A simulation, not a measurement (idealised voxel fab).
process module | voxel transistor to metal
cross-section cut | 170 nm wide | cells 5 nm
A cross-section is a grid of square cells, given in bands from the top down. A band is one or more rows of cells.
Each band's line starts with the height of the band's top and of its bottom, in nm. Then come its materials from left to right, each with its width in nm. One material with "throughout" fills the band from edge to edge. "air" is empty space.
Height 0 is the level under which the wafer as received is all one material. The lowest band goes on downwards, as in "0 down".
A width such as "30 to 40" changes by the same amount from each row of cells to the next, from the band's top row to its bottom row.
"no change" after a step means that no cell of the cross-section changed.
closed voids: empty space of 8 cells or more with no open way to the top, each as width x height at its distance from the left edge, in nm
after a step's settings: what the simulator itself notes on the step
overlay nm, on a step with a mask: how far to the right of its planned place the mask lay; to the left if negative
Each pair below shows a cross-section before one step and the cross-section after it, down to the lowest band that changed. The line under each pair gives the step between them, with its settings. The pairs can come from different runs of this module on the same starting wafer, so a pair continues from the pair above only where its "before" says so.
before
  45 to 40: air 60 | SiO2 35 | air 75
  40 to 30: air 60 | SiO2 5 | SiCN 25 | SiO2 5 | air 75
  30 to 10: air 60 | SiO2 5 | polySi 25 | SiO2 5 | air 75
  10 to 5: SiO2 20 | air 40 | SiO2 5 | polySi 25 | SiO2 5 | air 50 | SiO2 25
  5 to 0: SiO2 65 | polySi 25 | SiO2 80
  0 to -5: SiO2 throughout
  -5 to -30: SiO2 20 | Si 125 | SiO2 25
  -30 down: Si throughout
  closed voids: none
after
  40 to 30: air 60 | SiO2 5 | SiCN 25 | SiO2 5 | air 75
  30 to 5: air 60 | SiO2 5 | polySi 25 | SiO2 5 | air 75
  5 to 0: SiO2 20 | air 40 | SiO2 5 | polySi 25 | SiO2 5 | air 50 | SiO2 25
  below 0: unchanged
  closed voids: none
the step between: op DIRECTIONAL_ETCH | etch materials SiO2 | depth nm 5
before: the cross-section after the pair above
after
  45 to 40: air 55 | SiN 45 | air 70
  40 to 30: air 55 | SiN 5 | SiO2 5 | SiCN 25 | SiO2 5 | SiN 5 | air 70
  30 to 10: air 55 | SiN 5 | SiO2 5 | polySi 25 | SiO2 5 | SiN 5 | air 70
  10 to 5: SiN 25 | air 30 | SiN 5 | SiO2 5 | polySi 25 | SiO2 5 | SiN 5 | air 40 | SiN 30
  5 to 0: SiO2 20 | SiN 40 | SiO2 5 | polySi 25 | SiO2 5 | SiN 50 | SiO2 25
  below 0: unchanged
  closed voids: none
the step between: op CONFORMAL_DEP | material SiN | thk nm 5
before: the cross-section after the pair above
after
  40 to 30: air 55 | SiN 5 | SiO2 5 | SiCN 25 | SiO2 5 | SiN 5 | air 70
  30 to 5: air 55 | SiN 5 | SiO2 5 | polySi 25 | SiO2 5 | SiN 5 | air 70
  5 to 0: SiO2 20 | SiN 5 | air 30 | SiN 5 | SiO2 5 | polySi 25 | SiO2 5 | SiN 5 | air 40 | SiN 5 | SiO2 25
  below 0: unchanged
  closed voids: none
the step between: op DIRECTIONAL_ETCH | etch materials SiN | depth nm 5
before: the cross-section after the pair above
after
  40 to 35: air 55 | SiN 5 | air 5 | SiCN 25 | air 5 | SiN 5 | air 70
  35 to 30: air 55 | SiN 5 | SiO2 5 | SiCN 25 | SiO2 5 | SiN 5 | air 70
  30 to 5: air 55 | SiN 5 | SiO2 5 | polySi 25 | SiO2 5 | SiN 5 | air 70
  5 to 0: air 20 | SiN 5 | air 30 | SiN 5 | SiO2 5 | polySi 25 | SiO2 5 | SiN 5 | air 40 | SiN 5 | air 25
  0 to -5: SiO2 25 | air 30 | SiO2 45 | air 40 | SiO2 30
  below -5: unchanged
  closed voids: none
the step between: op DIRECTIONAL_ETCH | etch materials SiO2 | depth nm 5
before: the cross-section after the pair above
after
  40 to 35: air 55 | SiN 5 | air 5 | SiCN 25 | air 5 | SiN 5 | air 70
  35 to 30: air 55 | SiN 5 | SiO2 5 | SiCN 25 | SiO2 5 | SiN 5 | air 70
  30 to 5: air 55 | SiN 5 | SiO2 5 | polySi 25 | SiO2 5 | SiN 5 | air 70
  5 to 0: air 20 | SiN 5 | air 30 | SiN 5 | SiO2 5 | polySi 25 | SiO2 5 | SiN 5 | air 40 | SiN 5 | air 25
  0 to -5: SiO2 25 | air 30 | SiO2 45 | air 40 | SiO2 30
  -5 to -20: SiO2 20 | Si 5 | air 30 | Si 45 | air 40 | Si 5 | SiO2 25
  below -20: unchanged
  closed voids: none
the step between: op DIRECTIONAL_ETCH | etch materials Si | depth nm 15
before: the cross-section after the pair above
after
  40 to 35: air 55 | SiN 5 | air 5 | SiCN 25 | air 5 | SiN 5 | air 70
  35 to 30: air 55 | SiN 5 | SiO2 5 | SiCN 25 | SiO2 5 | SiN 5 | air 70
  30 to 15: air 55 | SiN 5 | SiO2 5 | polySi 25 | SiO2 5 | SiN 5 | air 70
  15 to 5: air 15 | SiGe 40 | SiN 5 | SiO2 5 | polySi 25 | SiO2 5 | SiN 5 | SiGe 50 | air 20
  5 to 0: air 15 | SiGe 5 | SiN 5 | SiGe 30 | SiN 5 | SiO2 5 | polySi 25 | SiO2 5 | SiN 5 | SiGe 40 | SiN 5 | SiGe 5 | air 20
  0 to -5: SiO2 25 | SiGe 30 | SiO2 45 | SiGe 40 | SiO2 30
  -5 to -20: SiO2 20 | Si 5 | SiGe 30 | Si 45 | SiGe 40 | Si 5 | SiO2 25
  below -20: unchanged
  closed voids: none
the step between: op EPI | material SiGe | thk nm 20
before: the cross-section after the pair above
after
  45 to 40: SiO2 throughout
  40 to 30: SiO2 55 | SiN 5 | SiO2 5 | SiCN 25 | SiO2 5 | SiN 5 | SiO2 70
  30 to 15: SiO2 55 | SiN 5 | SiO2 5 | polySi 25 | SiO2 5 | SiN 5 | SiO2 70
  15 to 5: SiO2 15 | SiGe 40 | SiN 5 | SiO2 5 | polySi 25 | SiO2 5 | SiN 5 | SiGe 50 | SiO2 20
  5 to 0: SiO2 15 | SiGe 5 | SiN 5 | SiGe 30 | SiN 5 | SiO2 5 | polySi 25 | SiO2 5 | SiN 5 | SiGe 40 | SiN 5 | SiGe 5 | SiO2 20
  below 0: unchanged
  closed voids: none
the step between: op FILL_DEP | material SiO2 | thk nm 5
before: the cross-section after the pair above
after
  30 to 15: SiO2 55 | SiN 5 | SiO2 5 | polySi 25 | SiO2 5 | SiN 5 | SiO2 70
  below 15: unchanged
  closed voids: none
the step between: op CMP | height nm 30
before: the cross-section after the pair above
after
  30 to 15: SiO2 55 | SiN 5 | SiO2 5 | air 25 | SiO2 5 | SiN 5 | SiO2 70
  15 to 5: SiO2 15 | SiGe 40 | SiN 5 | SiO2 5 | air 25 | SiO2 5 | SiN 5 | SiGe 50 | SiO2 20
  5 to 0: SiO2 15 | SiGe 5 | SiN 5 | SiGe 30 | SiN 5 | SiO2 5 | air 25 | SiO2 5 | SiN 5 | SiGe 40 | SiN 5 | SiGe 5 | SiO2 20
  below 0: unchanged
  closed voids: none
the step between: op STRIP | etch materials polySi
before: the cross-section after the pair above
after
  30 to 25: air 55 | SiN 5 | air 35 | SiN 5 | air 70
  25 to 15: SiO2 55 | SiN 5 | air 35 | SiN 5 | SiO2 70
  15 to 5: SiO2 15 | SiGe 40 | SiN 5 | air 35 | SiN 5 | SiGe 50 | SiO2 20
  5 to 0: SiO2 15 | SiGe 5 | SiN 5 | SiGe 30 | SiN 5 | air 35 | SiN 5 | SiGe 40 | SiN 5 | SiGe 5 | SiO2 20
  0 to -5: SiO2 25 | SiGe 30 | SiO2 5 | air 35 | SiO2 5 | SiGe 40 | SiO2 30
  below -5: unchanged
  closed voids: none
the step between: op SELECTIVE_ETCH | etch materials SiO2 | depth nm 5
before: the cross-section after the pair above
after
  35 to 30: air 50 | HfO2 15 | air 25 | HfO2 15 | air 65
  30 to 25: HfO2 55 | SiN 5 | HfO2 5 | air 25 | HfO2 5 | SiN 5 | HfO2 70
  25 to 15: SiO2 55 | SiN 5 | HfO2 5 | air 25 | HfO2 5 | SiN 5 | SiO2 70
  15 to 5: SiO2 15 | SiGe 40 | SiN 5 | HfO2 5 | air 25 | HfO2 5 | SiN 5 | SiGe 50 | SiO2 20
  5 to 0: SiO2 15 | SiGe 5 | SiN 5 | SiGe 30 | SiN 5 | HfO2 5 | air 25 | HfO2 5 | SiN 5 | SiGe 40 | SiN 5 | SiGe 5 | SiO2 20
  0 to -5: SiO2 25 | SiGe 30 | SiO2 5 | HfO2 35 | SiO2 5 | SiGe 40 | SiO2 30
  below -5: unchanged
  closed voids: none
the step between: op CONFORMAL_DEP | material HfO2 | thk nm 5
before: the cross-section after the pair above
after
  40 to 35: air 45 | TiN 25 | air 15 | TiN 25 | air 60
  35 to 30: TiN 50 | HfO2 15 | TiN 5 | air 15 | TiN 5 | HfO2 15 | TiN 65
  30 to 25: HfO2 55 | SiN 5 | HfO2 5 | TiN 5 | air 15 | TiN 5 | HfO2 5 | SiN 5 | HfO2 70
  25 to 15: SiO2 55 | SiN 5 | HfO2 5 | TiN 5 | air 15 | TiN 5 | HfO2 5 | SiN 5 | SiO2 70
  15 to 5: SiO2 15 | SiGe 40 | SiN 5 | HfO2 5 | TiN 5 | air 15 | TiN 5 | HfO2 5 | SiN 5 | SiGe 50 | SiO2 20
  5 to 0: SiO2 15 | SiGe 5 | SiN 5 | SiGe 30 | SiN 5 | HfO2 5 | TiN 25 | HfO2 5 | SiN 5 | SiGe 40 | SiN 5 | SiGe 5 | SiO2 20
  below 0: unchanged
  closed voids: none
the step between: op CONFORMAL_DEP | material TiN | thk nm 5
before: the cross-section after the pair above
after
  45 to 40: W throughout
  40 to 35: W 45 | TiN 25 | W 15 | TiN 25 | W 60
  35 to 30: TiN 50 | HfO2 15 | TiN 5 | W 15 | TiN 5 | HfO2 15 | TiN 65
  30 to 25: HfO2 55 | SiN 5 | HfO2 5 | TiN 5 | W 15 | TiN 5 | HfO2 5 | SiN 5 | HfO2 70
  25 to 15: SiO2 55 | SiN 5 | HfO2 5 | TiN 5 | W 15 | TiN 5 | HfO2 5 | SiN 5 | SiO2 70
  15 to 5: SiO2 15 | SiGe 40 | SiN 5 | HfO2 5 | TiN 5 | W 15 | TiN 5 | HfO2 5 | SiN 5 | SiGe 50 | SiO2 20
  below 5: unchanged
  closed voids: none
the step between: op FILL_DEP | material W | thk nm 5
before: the cross-section after the pair above
after
  25 to 15: SiO2 55 | SiN 5 | HfO2 5 | TiN 5 | W 15 | TiN 5 | HfO2 5 | SiN 5 | SiO2 70
  below 15: unchanged
  closed voids: none
the step between: op CMP | height nm 25
before: the cross-section after the pair above
after
  35 to 25: SiO2 throughout
  below 25: unchanged
  closed voids: none
the step between: op DIRECTIONAL_DEP | material SiO2 | thk nm 10
before: the cross-section after the pair above
after
  55 to 35: resist 30 | air 20 | resist 65 | air 20 | resist 35
  below 35: unchanged
  closed voids: none
the step between: op PATTERN | tone open | mask id CONTACT | material resist | width nm 20 | pitch nm 85 | thk nm 20 | overlay nm 0
before: the cross-section after the pair above
after
  55 to 35: resist 30 | air 20 | resist 65 | air 20 | resist 35
  35 to 25: SiO2 30 | air 20 | SiO2 65 | air 20 | SiO2 35
  25 to 15: SiO2 30 | air 20 | SiO2 5 | SiN 5 | HfO2 5 | TiN 5 | W 15 | TiN 5 | HfO2 5 | SiN 5 | SiO2 15 | air 20 | SiO2 35
  below 15: unchanged
  closed voids: none
the step between: op DIRECTIONAL_ETCH | etch materials SiO2 | depth nm 20
before: the cross-section after the pair above
after
  35 to 25: SiO2 30 | air 20 | SiO2 65 | air 20 | SiO2 35
  below 25: unchanged
  closed voids: none
the step between: op STRIP | etch materials resist
before: the cross-section after the pair above
after
  40 to 35: TiN 35 | air 10 | TiN 75 | air 10 | TiN 40
  35 to 25: SiO2 30 | TiN 5 | air 10 | TiN 5 | SiO2 65 | TiN 5 | air 10 | TiN 5 | SiO2 35
  25 to 20: SiO2 30 | TiN 5 | air 10 | TiN 5 | SiO2 5 | SiN 5 | HfO2 5 | TiN 5 | W 15 | TiN 5 | HfO2 5 | SiN 5 | SiO2 15 | TiN 5 | air 10 | TiN 5 | SiO2 35
  20 to 15: SiO2 30 | TiN 20 | SiO2 5 | SiN 5 | HfO2 5 | TiN 5 | W 15 | TiN 5 | HfO2 5 | SiN 5 | SiO2 15 | TiN 20 | SiO2 35
  below 15: unchanged
  closed voids: none
the step between: op CONFORMAL_DEP | material TiN | thk nm 5
before: the cross-section after the pair above
after
  50 to 40: W throughout
  40 to 35: TiN 35 | W 10 | TiN 75 | W 10 | TiN 40
  35 to 25: SiO2 30 | TiN 5 | W 10 | TiN 5 | SiO2 65 | TiN 5 | W 10 | TiN 5 | SiO2 35
  25 to 20: SiO2 30 | TiN 5 | W 10 | TiN 5 | SiO2 5 | SiN 5 | HfO2 5 | TiN 5 | W 15 | TiN 5 | HfO2 5 | SiN 5 | SiO2 15 | TiN 5 | W 10 | TiN 5 | SiO2 35
  below 20: unchanged
  closed voids: none
the step between: op FILL_DEP | material W | thk nm 10
before: the cross-section after the pair above
after
  35 to 25: SiO2 30 | TiN 5 | W 10 | TiN 5 | SiO2 65 | TiN 5 | W 10 | TiN 5 | SiO2 35
  below 25: unchanged
  closed voids: none
the step between: op CMP | height nm 35
before: the cross-section after the pair above
after
  40 to 35: SiCN throughout
  below 35: unchanged
  closed voids: none
the step between: op CONFORMAL_DEP | material SiCN | thk nm 5
before: the cross-section after the pair above
after
  55 to 40: lowk throughout
  below 40: unchanged
  closed voids: none
the step between: op DIRECTIONAL_DEP | material lowk | thk nm 15
before: the cross-section after the pair above
after
  65 to 55: aC throughout
  below 55: unchanged
  closed voids: none
the step between: op DIRECTIONAL_DEP | material aC | thk nm 10
before: the cross-section after the pair above
after
  95 to 65: resist 30 | air 20 | resist 65 | air 20 | resist 35
  below 65: unchanged
  closed voids: none
the step between: op PATTERN | tone open | mask id METAL_1 | material resist | width nm 20 | pitch nm 85 | thk nm 30 | overlay nm 0
before: the cross-section after the pair above
after
  85 to 65: resist 30 | air 20 | resist 65 | air 20 | resist 35
  65 to 55: aC 30 | air 20 | aC 65 | air 20 | aC 35
  below 55: unchanged
  closed voids: none
the step between: op DIRECTIONAL_ETCH | etch materials aC | depth nm 10
before: the cross-section after the pair above
after
  65 to 55: aC 30 | air 20 | aC 65 | air 20 | aC 35
  below 55: unchanged
  closed voids: none
the step between: op STRIP | etch materials resist
before: the cross-section after the pair above
after
  65 to 55: aC 30 | air 20 | aC 65 | air 20 | aC 35
  55 to 40: lowk 30 | air 20 | lowk 65 | air 20 | lowk 35
  below 40: unchanged
  closed voids: none
the step between: op DIRECTIONAL_ETCH | etch materials lowk | depth nm 15
before: the cross-section after the pair above
after
  65 to 55: aC 30 | air 20 | aC 65 | air 20 | aC 35
  55 to 40: lowk 30 | air 20 | lowk 65 | air 20 | lowk 35
  40 to 35: SiCN 30 | air 20 | SiCN 65 | air 20 | SiCN 35
  below 35: unchanged
  closed voids: none
the step between: op DIRECTIONAL_ETCH | etch materials SiCN | depth nm 5
before: the cross-section after the pair above
after
  55 to 40: lowk 30 | air 20 | lowk 65 | air 20 | lowk 35
  below 40: unchanged
  closed voids: none
the step between: op STRIP | etch materials aC
before: the cross-section after the pair above
after
  60 to 55: TiN 35 | air 10 | TiN 75 | air 10 | TiN 40
  55 to 40: lowk 30 | TiN 5 | air 10 | TiN 5 | lowk 65 | TiN 5 | air 10 | TiN 5 | lowk 35
  40 to 35: SiCN 30 | TiN 20 | SiCN 65 | TiN 20 | SiCN 35
  below 35: unchanged
  closed voids: none
the step between: op CONFORMAL_DEP | material TiN | thk nm 5
before: the cross-section after the pair above
after
  65 to 60: Cu throughout
  60 to 55: TiN 35 | Cu 10 | TiN 75 | Cu 10 | TiN 40
  55 to 40: lowk 30 | TiN 5 | Cu 10 | TiN 5 | lowk 65 | TiN 5 | Cu 10 | TiN 5 | lowk 35
  below 40: unchanged
  closed voids: none
the step between: op FILL_DEP | material Cu | thk nm 5
before: the cross-section after the pair above
after
  55 to 40: lowk 30 | TiN 5 | Cu 10 | TiN 5 | lowk 65 | TiN 5 | Cu 10 | TiN 5 | lowk 35
  below 40: unchanged
  closed voids: none
the step between: op CMP | height nm 55
before: the cross-section after the pair above
after
  60 to 55: air 25 | Ru 30 | air 55 | Ru 30 | air 30
  below 55: unchanged
  closed voids: none
the step between: op EPI | material Ru | thk nm 5
before: the cross-section after the pair above
after
  65 to 60: SiCN throughout
  60 to 55: SiCN 25 | Ru 30 | SiCN 55 | Ru 30 | SiCN 30
  below 55: unchanged
  closed voids: none
the step between: op FILL_DEP | material SiCN | thk nm 5
before: the cross-section after the pair above
after
  90 to 65: SiO2 throughout
  below 65: unchanged
  closed voids: none
the step between: op DIRECTIONAL_DEP | material SiO2 | thk nm 25
before: the cross-section after the pair above
after
  100 to 90: aC throughout
  below 90: unchanged
  closed voids: none
the step between: op DIRECTIONAL_DEP | material aC | thk nm 10
before: the cross-section after the pair above
after
  130 to 100: resist 30 | air 15 | resist 70 | air 15 | resist 40
  below 100: unchanged
  closed voids: none
the step between: op PATTERN | tone open | mask id METAL_2_HOLES | material resist | width nm 15 | pitch nm 85 | thk nm 30 | overlay nm 0
before: the cross-section after the pair above
after
  120 to 100: resist 30 | air 15 | resist 70 | air 15 | resist 40
  100 to 90: aC 30 | air 15 | aC 70 | air 15 | aC 40
  below 90: unchanged
  closed voids: none
the step between: op DIRECTIONAL_ETCH | etch materials aC | depth nm 10
before: the cross-section after the pair above
after
  100 to 90: aC 30 | air 15 | aC 70 | air 15 | aC 40
  below 90: unchanged
  closed voids: none
the step between: op STRIP | etch materials resist
before: the cross-section after the pair above
after
  100 to 90: aC 30 | air 15 | aC 70 | air 15 | aC 40
  90 to 65: SiO2 30 | air 15 | SiO2 70 | air 15 | SiO2 40
  below 65: unchanged
  closed voids: none
the step between: op DIRECTIONAL_ETCH | etch materials SiO2 | depth nm 25
before: the cross-section after the pair above
after
  90 to 65: SiO2 30 | air 15 | SiO2 70 | air 15 | SiO2 40
  below 65: unchanged
  closed voids: none
the step between: op STRIP | etch materials aC
before: the cross-section after the pair above
after
  105 to 90: resist 30 | air 20 | resist 65 | air 20 | resist 35
  below 90: unchanged
  closed voids: none
the step between: op PATTERN | tone open | mask id METAL_2 | material resist | width nm 20 | pitch nm 85 | thk nm 15 | overlay nm 0
before: the cross-section after the pair above
after
  105 to 90: resist 30 | air 20 | resist 65 | air 20 | resist 35
  90 to 75: SiO2 30 | air 20 | SiO2 65 | air 20 | SiO2 35
  below 75: unchanged
  closed voids: none
the step between: op DIRECTIONAL_ETCH | etch materials SiO2 | depth nm 15
before: the cross-section after the pair above
after
  105 to 90: resist 30 | air 20 | resist 65 | air 20 | resist 35
  90 to 75: SiO2 30 | air 20 | SiO2 65 | air 20 | SiO2 35
  75 to 65: SiO2 30 | air 15 | SiO2 70 | air 15 | SiO2 40
  65 to 60: SiCN 30 | air 15 | SiCN 70 | air 15 | SiCN 40
  below 60: unchanged
  closed voids: none
the step between: op DIRECTIONAL_ETCH | etch materials SiCN | depth nm 5
before: the cross-section after the pair above
after
  90 to 75: SiO2 30 | air 20 | SiO2 65 | air 20 | SiO2 35
  below 75: unchanged
  closed voids: none
the step between: op STRIP | etch materials resist
before: the cross-section after the pair above
after
  95 to 90: TiN 35 | air 10 | TiN 75 | air 10 | TiN 40
  90 to 80: SiO2 30 | TiN 5 | air 10 | TiN 5 | SiO2 65 | TiN 5 | air 10 | TiN 5 | SiO2 35
  80 to 75: SiO2 30 | TiN 5 | air 5 | TiN 10 | SiO2 65 | TiN 5 | air 5 | TiN 10 | SiO2 35
  75 to 65: SiO2 30 | TiN 5 | air 5 | TiN 5 | SiO2 70 | TiN 5 | air 5 | TiN 5 | SiO2 40
  65 to 60: SiCN 30 | TiN 15 | SiCN 70 | TiN 15 | SiCN 40
  below 60: unchanged
  closed voids: none
the step between: op CONFORMAL_DEP | material TiN | thk nm 5
before: the cross-section after the pair above
after
  105 to 95: Cu throughout
  95 to 90: TiN 35 | Cu 10 | TiN 75 | Cu 10 | TiN 40
  90 to 80: SiO2 30 | TiN 5 | Cu 10 | TiN 5 | SiO2 65 | TiN 5 | Cu 10 | TiN 5 | SiO2 35
  80 to 75: SiO2 30 | TiN 5 | Cu 5 | TiN 10 | SiO2 65 | TiN 5 | Cu 5 | TiN 10 | SiO2 35
  75 to 65: SiO2 30 | TiN 5 | Cu 5 | TiN 5 | SiO2 70 | TiN 5 | Cu 5 | TiN 5 | SiO2 40
  below 65: unchanged
  closed voids: none
the step between: op FILL_DEP | material Cu | thk nm 10
before: the cross-section after the pair above
after
  90 to 80: SiO2 30 | TiN 5 | Cu 10 | TiN 5 | SiO2 65 | TiN 5 | Cu 10 | TiN 5 | SiO2 35
  below 80: unchanged
  closed voids: none
the step between: op CMP | height nm 90
before: the cross-section after the pair above
after
  95 to 90: SiN throughout
  below 90: unchanged
  closed voids: none
the step between: op CONFORMAL_DEP | material SiN | thk nm 5
before
  40 to 35: air 60 | SiN 5 | air 5 | SiCN 25 | air 5 | SiN 5 | air 65
  35 to 30: air 60 | SiN 5 | SiO2 5 | SiCN 25 | SiO2 5 | SiN 5 | air 65
  30 to 15: air 60 | SiN 5 | SiO2 5 | polySi 25 | SiO2 5 | SiN 5 | air 65
  15 to 5: air 15 | SiGe 45 | SiN 5 | SiO2 5 | polySi 25 | SiO2 5 | SiN 5 | SiGe 45 | air 20
  5 to 0: air 15 | SiGe 5 | SiN 5 | SiGe 35 | SiN 5 | SiO2 5 | polySi 25 | SiO2 5 | SiN 5 | SiGe 35 | SiN 5 | SiGe 5 | air 20
  0 to -5: SiO2 25 | SiGe 35 | SiO2 45 | SiGe 35 | SiO2 30
  -5 to -20: SiO2 20 | Si 5 | SiGe 35 | Si 45 | SiGe 35 | Si 5 | SiO2 25
  -20 to -30: SiO2 20 | Si 125 | SiO2 25
  -30 down: Si throughout
  closed voids: none
after
  45 to 40: W throughout
  40 to 35: W 60 | SiN 5 | W 5 | SiCN 25 | W 5 | SiN 5 | W 65
  35 to 30: W 60 | SiN 5 | SiO2 5 | SiCN 25 | SiO2 5 | SiN 5 | W 65
  30 to 15: W 60 | SiN 5 | SiO2 5 | polySi 25 | SiO2 5 | SiN 5 | W 65
  15 to 5: W 15 | SiGe 45 | SiN 5 | SiO2 5 | polySi 25 | SiO2 5 | SiN 5 | SiGe 45 | W 20
  5 to 0: W 15 | SiGe 5 | SiN 5 | SiGe 35 | SiN 5 | SiO2 5 | polySi 25 | SiO2 5 | SiN 5 | SiGe 35 | SiN 5 | SiGe 5 | W 20
  below 0: unchanged
  closed voids: none
the step between: op FILL_DEP | material W | thk nm 5
before: the cross-section after the pair above
after
  30 to 15: W 60 | SiN 5 | SiO2 5 | polySi 25 | SiO2 5 | SiN 5 | W 65
  below 15: unchanged
  closed voids: none
the step between: op CMP | height nm 30
before: the cross-section after the pair above
after
  30 to 15: W 60 | SiN 5 | SiO2 5 | air 25 | SiO2 5 | SiN 5 | W 65
  15 to 5: W 15 | SiGe 45 | SiN 5 | SiO2 5 | air 25 | SiO2 5 | SiN 5 | SiGe 45 | W 20
  5 to 0: W 15 | SiGe 5 | SiN 5 | SiGe 35 | SiN 5 | SiO2 5 | air 25 | SiO2 5 | SiN 5 | SiGe 35 | SiN 5 | SiGe 5 | W 20
  below 0: unchanged
  closed voids: none
the step between: op STRIP | etch materials polySi
before: the cross-section after the pair above
after
  30 to 15: W 60 | SiN 5 | air 35 | SiN 5 | W 65
  15 to 5: W 15 | SiGe 45 | SiN 5 | air 35 | SiN 5 | SiGe 45 | W 20
  5 to 0: W 15 | SiGe 5 | SiN 5 | SiGe 35 | SiN 5 | air 35 | SiN 5 | SiGe 35 | SiN 5 | SiGe 5 | W 20
  0 to -5: SiO2 25 | SiGe 35 | SiO2 5 | air 35 | SiO2 5 | SiGe 35 | SiO2 30
  below -5: unchanged
  closed voids: none
the step between: op SELECTIVE_ETCH | etch materials SiO2 | depth nm 5
before: the cross-section after the pair above
after
  35 to 30: HfO2 70 | air 25 | HfO2 75
  30 to 15: W 60 | SiN 5 | HfO2 5 | air 25 | HfO2 5 | SiN 5 | W 65
  15 to 5: W 15 | SiGe 45 | SiN 5 | HfO2 5 | air 25 | HfO2 5 | SiN 5 | SiGe 45 | W 20
  5 to 0: W 15 | SiGe 5 | SiN 5 | SiGe 35 | SiN 5 | HfO2 5 | air 25 | HfO2 5 | SiN 5 | SiGe 35 | SiN 5 | SiGe 5 | W 20
  0 to -5: SiO2 25 | SiGe 35 | SiO2 5 | HfO2 35 | SiO2 5 | SiGe 35 | SiO2 30
  below -5: unchanged
  closed voids: none
the step between: op CONFORMAL_DEP | material HfO2 | thk nm 5
before: the cross-section after the pair above
after
  40 to 35: TiN 75 | air 15 | TiN 80
  35 to 30: HfO2 70 | TiN 5 | air 15 | TiN 5 | HfO2 75
  30 to 15: W 60 | SiN 5 | HfO2 5 | TiN 5 | air 15 | TiN 5 | HfO2 5 | SiN 5 | W 65
  15 to 5: W 15 | SiGe 45 | SiN 5 | HfO2 5 | TiN 5 | air 15 | TiN 5 | HfO2 5 | SiN 5 | SiGe 45 | W 20
  5 to 0: W 15 | SiGe 5 | SiN 5 | SiGe 35 | SiN 5 | HfO2 5 | TiN 25 | HfO2 5 | SiN 5 | SiGe 35 | SiN 5 | SiGe 5 | W 20
  below 0: unchanged
  closed voids: none
the step between: op CONFORMAL_DEP | material TiN | thk nm 5
before: the cross-section after the pair above
after
  45 to 40: W throughout
  40 to 35: TiN 75 | W 15 | TiN 80
  35 to 30: HfO2 70 | TiN 5 | W 15 | TiN 5 | HfO2 75
  30 to 15: W 60 | SiN 5 | HfO2 5 | TiN 5 | W 15 | TiN 5 | HfO2 5 | SiN 5 | W 65
  15 to 5: W 15 | SiGe 45 | SiN 5 | HfO2 5 | TiN 5 | W 15 | TiN 5 | HfO2 5 | SiN 5 | SiGe 45 | W 20
  below 5: unchanged
  closed voids: none
the step between: op FILL_DEP | material W | thk nm 5
before: the cross-section after the pair above
after
  25 to 15: W 60 | SiN 5 | HfO2 5 | TiN 5 | W 15 | TiN 5 | HfO2 5 | SiN 5 | W 65
  below 15: unchanged
  closed voids: none
the step between: op CMP | height nm 25
before: the cross-section after the pair above
after
  35 to 25: SiO2 throughout
  below 25: unchanged
  closed voids: none
the step between: op DIRECTIONAL_DEP | material SiO2 | thk nm 10
before: the cross-section after the pair above
after
  55 to 35: resist 30 | air 20 | resist 65 | air 20 | resist 35
  below 35: unchanged
  closed voids: none
the step between: op PATTERN | tone open | mask id CONTACT | material resist | width nm 20 | pitch nm 85 | thk nm 20 | overlay nm 0
before: the cross-section after the pair above
after
  55 to 35: resist 30 | air 20 | resist 65 | air 20 | resist 35
  35 to 25: SiO2 30 | air 20 | SiO2 65 | air 20 | SiO2 35
  below 25: unchanged
  closed voids: none
the step between: op DIRECTIONAL_ETCH | etch materials SiO2 | depth nm 20
before: the cross-section after the pair above
after
  35 to 25: SiO2 30 | air 20 | SiO2 65 | air 20 | SiO2 35
  below 25: unchanged
  closed voids: none
the step between: op STRIP | etch materials resist
before: the cross-section after the pair above
after
  40 to 35: TiN 35 | air 10 | TiN 75 | air 10 | TiN 40
  35 to 30: SiO2 30 | TiN 5 | air 10 | TiN 5 | SiO2 65 | TiN 5 | air 10 | TiN 5 | SiO2 35
  30 to 25: SiO2 30 | TiN 20 | SiO2 65 | TiN 20 | SiO2 35
  below 25: unchanged
  closed voids: none
the step between: op CONFORMAL_DEP | material TiN | thk nm 5
before: the cross-section after the pair above
after
  50 to 40: W throughout
  40 to 35: TiN 35 | W 10 | TiN 75 | W 10 | TiN 40
  35 to 30: SiO2 30 | TiN 5 | W 10 | TiN 5 | SiO2 65 | TiN 5 | W 10 | TiN 5 | SiO2 35
  below 30: unchanged
  closed voids: none
the step between: op FILL_DEP | material W | thk nm 10
before: the cross-section after the pair above
after
  35 to 30: SiO2 30 | TiN 5 | W 10 | TiN 5 | SiO2 65 | TiN 5 | W 10 | TiN 5 | SiO2 35
  below 30: unchanged
  closed voids: none
the step between: op CMP | height nm 35
before: the cross-section after the pair above
after
  40 to 35: SiCN throughout
  below 35: unchanged
  closed voids: none
the step between: op CONFORMAL_DEP | material SiCN | thk nm 5
before: the cross-section after the pair above
after
  55 to 40: lowk throughout
  below 40: unchanged
  closed voids: none
the step between: op DIRECTIONAL_DEP | material lowk | thk nm 15
before: the cross-section after the pair above
after
  65 to 55: aC throughout
  below 55: unchanged
  closed voids: none
the step between: op DIRECTIONAL_DEP | material aC | thk nm 10
before: the cross-section after the pair above
after
  95 to 65: resist 30 | air 20 | resist 65 | air 20 | resist 35
  below 65: unchanged
  closed voids: none
the step between: op PATTERN | tone open | mask id METAL_1 | material resist | width nm 20 | pitch nm 85 | thk nm 30 | overlay nm 0
before: the cross-section after the pair above
after
  85 to 65: resist 30 | air 20 | resist 65 | air 20 | resist 35
  65 to 55: aC 30 | air 20 | aC 65 | air 20 | aC 35
  below 55: unchanged
  closed voids: none
the step between: op DIRECTIONAL_ETCH | etch materials aC | depth nm 10
before: the cross-section after the pair above
after
  65 to 55: aC 30 | air 20 | aC 65 | air 20 | aC 35
  below 55: unchanged
  closed voids: none
the step between: op STRIP | etch materials resist
before: the cross-section after the pair above
after
  65 to 55: aC 30 | air 20 | aC 65 | air 20 | aC 35
  55 to 40: lowk 30 | air 20 | lowk 65 | air 20 | lowk 35
  below 40: unchanged
  closed voids: none
the step between: op DIRECTIONAL_ETCH | etch materials lowk | depth nm 15
before: the cross-section after the pair above
after
  65 to 55: aC 30 | air 20 | aC 65 | air 20 | aC 35
  55 to 40: lowk 30 | air 20 | lowk 65 | air 20 | lowk 35
  40 to 35: SiCN 30 | air 20 | SiCN 65 | air 20 | SiCN 35
  below 35: unchanged
  closed voids: none
the step between: op DIRECTIONAL_ETCH | etch materials SiCN | depth nm 5
before: the cross-section after the pair above
after
  55 to 40: lowk 30 | air 20 | lowk 65 | air 20 | lowk 35
  below 40: unchanged
  closed voids: none
the step between: op STRIP | etch materials aC
before: the cross-section after the pair above
after
  60 to 55: TiN 35 | air 10 | TiN 75 | air 10 | TiN 40
  55 to 40: lowk 30 | TiN 5 | air 10 | TiN 5 | lowk 65 | TiN 5 | air 10 | TiN 5 | lowk 35
  40 to 35: SiCN 30 | TiN 20 | SiCN 65 | TiN 20 | SiCN 35
  below 35: unchanged
  closed voids: none
the step between: op CONFORMAL_DEP | material TiN | thk nm 5
